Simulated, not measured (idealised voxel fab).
This is a process module. Its name is voxel local oxidation.
The cross-section shown here is cut; it is 155 nm wide and divided into square cells measuring 5 nm on a side.
Format of a cross-section: grid, square cells. Given as bands. Order: top down. Band: one or more rows of cells.
Top, bottom (nm), then materials left to right with widths (nm); lone material tagged "all across" fills the whole band edge to edge; "empty" = empty space.
Zero point of the height axis is 0; under it, received wafer = one material. Lowest band: continues down indefinitely, "0 and below".
When a width is written as two numbers, as in "30..40", the first number is the width in the top row of cells of the band and the second is the width in its bottom row, and the width changes by the same amount from each row to the next.
Take "stayed the same" at face value: in the step it is given for, the cross-section changed in none of its cells.
The entry titled "Internal closed voids" provides the empty spaces that have no open way to the top, restricted to those of 8 cells or more. Each is presented as width x height at distance, the distance being measured from the left edge, with all three in nm.
Formally, on a step line, whatever follows the settings is a remark that the simulator itself makes on the step.
On any step carrying a mask, the "overlay nm" setting, if present on the step's line, tells how far right of its planned place the mask lay; negative values point to the left.

THIS SECTION LISTS THE PROCESS STEPS THAT WERE PLANNED
- 1: RECEIVE | material Si
- 2: CONFORMAL_DEP | material SiO2 | thk nm 5
- 3: CONFORMAL_DEP | material SiN | thk nm 10
- 4: DIRECTIONAL_DEP | material aC | thk nm 15
- 5: PATTERN | tone cover | mask id ACTIVE | material resist | width nm 125 | thk nm 30 | overlay nm 0
- 6: DIRECTIONAL_ETCH | etch materials aC | depth nm 15
- 7: STRIP | etch materials resist
- 8: DIRECTIONAL_ETCH | etch materials SiN | depth nm 10
- 9: STRIP | etch materials aC
- 10: SELECTIVE_ETCH | etch materials SiO2 | depth nm 5
- 11: OXIDIZE | depth nm 10
- 12: STRIP | etch materials SiN

BELOW: THE FIRST OF TWO WAFERS, RUN AS PLANNED

SO THIS IS THE INCOMING WAFER IN CROSS-SECTION - IT'S ALREADY BEEN THROUGH STEP 1
    0 and below = Si all across
    Internal closed voids: none

WAFER AFTER STEP 2 (CROSS-SECTION)
    5 down to 0 = SiO2 all across
    Beneath the level 0, the cross-section is identical to its previous state.

WAFER AFTER STEP 3 (CROSS-SECTION)
    15 down to 5 = SiN all across
    Beneath the level 5, the cross-section is identical to its previous state.

WAFER AFTER STEP 4 (CROSS-SECTION)
    30 down to 15 = aC all across
    Beneath the level 15, the cross-section is identical to its previous state.

WAFER AFTER STEP 5 (CROSS-SECTION)
    60 down to 30 = empty 15; resist 125; empty 15
    Beneath the level 30, the cross-section is identical to its previous state.

WAFER AFTER STEP 6 (CROSS-SECTION)
    45 down to 30 = empty 15; resist 125; empty 15
    30 down to 15 = empty 15; aC 125; empty 15
    Beneath the level 15, the cross-section is identical to its previous state.

WAFER AFTER STEP 7 (CROSS-SECTION)
    30 down to 15 = empty 15; aC 125; empty 15
    Beneath the level 15, the cross-section is identical to its previous state.

WAFER AFTER STEP 8 (CROSS-SECTION)
    30 down to 15 = empty 15; aC 125; empty 15
    15 down to 5 = empty 15; SiN 125; empty 15
    Beneath the level 5, the cross-section is identical to its previous state.

WAFER AFTER STEP 9 (CROSS-SECTION)
    15 down to 5 = empty 15; SiN 125; empty 15
    Beneath the level 5, the cross-section is identical to its previous state.

WAFER AFTER STEP 10 (CROSS-SECTION)
    15 down to 5 = empty 15; SiN 125; empty 15
    5 down to 0 = empty 20; SiO2 115; empty 20
    Beneath the level 0, the cross-section is identical to its previous state.

WAFER AFTER STEP 11 (CROSS-SECTION)
    15 down to 5 = empty 15; SiN 125; empty 15
    5 down to 0 = empty 20; SiO2 115; empty 20
    0 down to -10 = SiO2 30; Si 95; SiO2 30
    Beneath the level -10, the cross-section is identical to its previous state.

WAFER AFTER STEP 12 (CROSS-SECTION)
    5 down to 0 = empty 20; SiO2 115; empty 20
    Beneath the level 0, the cross-section is identical to its previous state.

THE REMAINING WAFER, SECOND OF THE TWO, STARTED LIKE THE FIRST AND WAS RUN TO THE SAME PLAN, EXCEPT THAT ONE MISTAKE WAS MADE ALONG THE WAY; THE TWO COINCIDE THROUGH STEP 1, INCLUSIVE

SECOND WAFER PROFILE IN SECTION, AT THE MOMENT STEP 2 OF THE PLAN WAS MEANT TO BE COMPLETE
    15 down to 0 = SiO2 all across
    Beneath the level 0, the cross-section is identical to its previous state.

SECOND WAFER PROFILE IN SECTION, AT THE MOMENT STEP 3 OF THE PLAN WAS MEANT TO BE COMPLETE
    25 down to 15 = SiN all across
    Beneath the level 15, the cross-section is identical to its previous state.

SECOND WAFER PROFILE IN SECTION, AT THE MOMENT STEP 4 OF THE PLAN WAS MEANT TO BE COMPLETE
    40 down to 25 = aC all across
    Beneath the level 25, the cross-section is identical to its previous state.

SECOND WAFER PROFILE IN SECTION, AT THE MOMENT STEP 5 OF THE PLAN WAS MEANT TO BE COMPLETE
    70 down to 40 = empty 15; resist 125; empty 15
    Beneath the level 40, the cross-section is identical to its previous state.

SECOND WAFER PROFILE IN SECTION, AT THE MOMENT STEP 6 OF THE PLAN WAS MEANT TO BE COMPLETE
    55 down to 40 = empty 15; resist 125; empty 15
    40 down to 25 = empty 15; aC 125; empty 15
    Beneath the level 25, the cross-section is identical to its previous state.

SECOND WAFER PROFILE IN SECTION, AT THE MOMENT STEP 7 OF THE PLAN WAS MEANT TO BE COMPLETE
    40 down to 25 = empty 15; aC 125; empty 15
    Beneath the level 25, the cross-section is identical to its previous state.

SECOND WAFER PROFILE IN SECTION, AT THE MOMENT STEP 8 OF THE PLAN WAS MEANT TO BE COMPLETE
    40 down to 25 = empty 15; aC 125; empty 15
    25 down to 15 = empty 15; SiN 125; empty 15
    Beneath the level 15, the cross-section is identical to its previous state.

SECOND WAFER PROFILE IN SECTION, AT THE MOMENT STEP 9 OF THE PLAN WAS MEANT TO BE COMPLETE
    25 down to 15 = empty 15; SiN 125; empty 15
    Beneath the level 15, the cross-section is identical to its previous state.

SECOND WAFER PROFILE IN SECTION, AT THE MOMENT STEP 10 OF THE PLAN WAS MEANT TO BE COMPLETE
    25 down to 15 = empty 15; SiN 125; empty 15
    15 down to 10 = empty 20; SiO2 115; empty 20
    Beneath the level 10, the cross-section is identical to its previous state.

Second wafer profile in section, at the moment step 11 of the plan was meant to be complete: stayed the same

SECOND WAFER PROFILE IN SECTION, AT THE MOMENT STEP 12 OF THE PLAN WAS MEANT TO BE COMPLETE
    15 down to 10 = empty 20; SiO2 115; empty 20
    Beneath the level 10, the cross-section is identical to its previous state.
Where did the run depart from the plan? step 2 changed vs plan, executed as CONFORMAL_DEP | material SiO2 | thk nm 15
Wafer comparison, final, in cells, second relative to first, materials more or fewer: Si: 24 more, SiO2: 38 more
